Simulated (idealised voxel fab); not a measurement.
Title: Process Module voxel self aligned vias
The figure presents cross-section cut, which has a width of 235 nm and is divided into square cells with an edge length of 5 nm.
Reading order for cross-sections: top band down to bottom band. Underlying form: a grid of square cells. Band size: one or more rows of cells. A band entry consists of two parts. The first gives the height of the band's top and the height of its bottom, in nm. The rest lists the band's materials from left to right, each with its width in nm. A single material labelled with the word "all across" fills the band from edge to edge, and the word "blank" marks empty space. Heads up on the height convention: 0 is the point under which the incoming wafer is all one material, and the lowest band has no bottom, it just keeps going down, like "0 -> down". Note: "30..40" means the width goes from the first number (top row of the band) to the second number (bottom row) in equal steps per row of cells. Given "no change occurred" for a step, no cell of the cross-section differs between before and after that step. Basically, "Unvented internal voids" tells you about the enclosed voids: empty spaces with no open way to the top, 8 cells or bigger, each written width x height at distance, where distance is from the left edge, all in nm. Heads up: the bit after the settings on a step's line is the simulator's remark on that step. What "overlay nm" on a step's line means: if the step has a mask, that mask lay this far to the right of its planned place, or, when the value is negative, to the left.

# Planned process steps
1 RECEIVE [material Si]
2 CONFORMAL_DEP [material SiO2] [thk nm 10]
3 CONFORMAL_DEP [material SiCN] [thk nm 5]
4 DIRECTIONAL_DEP [material lowk] [thk nm 25]
5 DIRECTIONAL_DEP [material aC] [thk nm 15]
6 PATTERN [tone open] [mask id LINES] [material resist] [width nm 20] [pitch nm 50] [thk nm 35] [overlay nm 0]
7 DIRECTIONAL_ETCH [etch materials aC] [depth nm 15]
8 STRIP [etch materials resist]
9 DIRECTIONAL_ETCH [etch materials lowk] [depth nm 25]
10 STRIP [etch materials aC]
11 CONFORMAL_DEP [material TiN] [thk nm 5]
12 FILL_DEP [material Ru] [thk nm 5]
13 CMP [height nm 40]
14 SELECTIVE_ETCH [etch materials W Ru TiN] [depth nm 5]
15 FILL_DEP [material SiN] [thk nm 5]
16 CMP [height nm 40]
17 DIRECTIONAL_DEP [material lowk] [thk nm 20]
18 DIRECTIONAL_DEP [material aC] [thk nm 15]
19 PATTERN [tone open] [mask id VIAS] [material resist] [width nm 30] [thk nm 30] [overlay nm 0]
20 DIRECTIONAL_ETCH [etch materials aC] [depth nm 15]
21 STRIP [etch materials resist]
22 DIRECTIONAL_ETCH [etch materials lowk] [depth nm 20]
23 DIRECTIONAL_ETCH [etch materials SiN] [depth nm 5]
24 STRIP [etch materials aC]
25 CONFORMAL_DEP [material TiN] [thk nm 5]
26 FILL_DEP [material Ru] [thk nm 5]
27 CMP [height nm 60]
28 CONFORMAL_DEP [material SiCN] [thk nm 5]

# Received-state cross-section, reflecting completion of step 1
> 0 -> down  Si all across
> Unvented internal voids: none

# The following cross-section depicts the wafer upon conclusion of the module. Processing commenced from the starting condition illustrated above and adhered to the plan illustrated above, save for one mistake in execution
> 65 -> 60  SiCN all across
> 60 -> 40  75 lowk, 5 TiN, 20 Ru, 5 TiN, 130 lowk
> 40 -> 35  75 SiN, 30 TiN, 130 SiN
> 35 -> 15  80 lowk, 5 TiN, 10 Ru, 5 TiN, 30 lowk, 5 TiN, 10 Ru, 5 TiN, 85 lowk
> 15 -> 10  80 lowk, 20 TiN, 30 lowk, 20 TiN, 85 lowk
> 10 -> 0  SiO2 all across
> 0 -> down  Si all across
> Unvented internal voids: none
What was done differently from what was planned? the run left out plan step 3 entirely, so it was never executed
